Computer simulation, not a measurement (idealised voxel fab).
process module | voxel tone inversion
cross-section cut | 155 nm wide | cells 5 nm
A cross-section is a grid of square cells, given in bands from the top down. A band is one or more rows of cells.
Each band's line starts with the height of the band's top and of its bottom, in nm. Then come its materials from left to right, each with its width in nm. One material with "throughout" fills the band from edge to edge. "air" is empty space.
Height 0 is the level under which the wafer as received is all one material. The lowest band goes on downwards, as in "0 down".
A width such as "30 to 40" changes by the same amount from each row of cells to the next, from the band's top row to its bottom row.
"no change" after a step means that no cell of the cross-section changed.
closed voids: empty space of 8 cells or more with no open way to the top, each as width x height at its distance from the left edge, in nm
after a step's settings: what the simulator itself notes on the step
overlay nm, on a step with a mask: how far to the right of its planned place the mask lay; to the left if negative
plan
1 op RECEIVE | material Si
2 op CONFORMAL_DEP | material SiCN | thk nm 10
3 op DIRECTIONAL_DEP | material aC | thk nm 25
4 op PATTERN | tone cover | mask id POSTS | material resist | width nm 20 | pitch nm 40 | thk nm 30 | overlay nm 0
5 op DIRECTIONAL_ETCH | etch materials aC | depth nm 25
6 op STRIP | etch materials resist
7 op FILL_DEP | material lowk | thk nm 5
8 op CMP | height nm 35
9 op STRIP | etch materials aC
as received, after step 1
  0 down: Si throughout
  closed voids: none
first wafer at the end, as planned
  35 to 10: lowk 25 | air 20 | lowk 20 | air 20 | lowk 20 | air 20 | lowk 30
  10 to 0: SiCN throughout
  0 down: Si throughout
  closed voids: none
second wafer at the end: like start, like plan, one mistake
  35 to 30: lowk throughout
  30 to 5: lowk 25 | aC 20 | lowk 20 | aC 20 | lowk 20 | aC 20 | lowk 30
  5 to 0: SiCN throughout
  0 down: Si throughout
  closed voids: none
what went wrong: step 2 ran as: op CONFORMAL_DEP | material SiCN | thk nm 5
at the end the second wafer has, in cells: 31 fewer of SiCN | 60 more of aC | 31 more of lowk
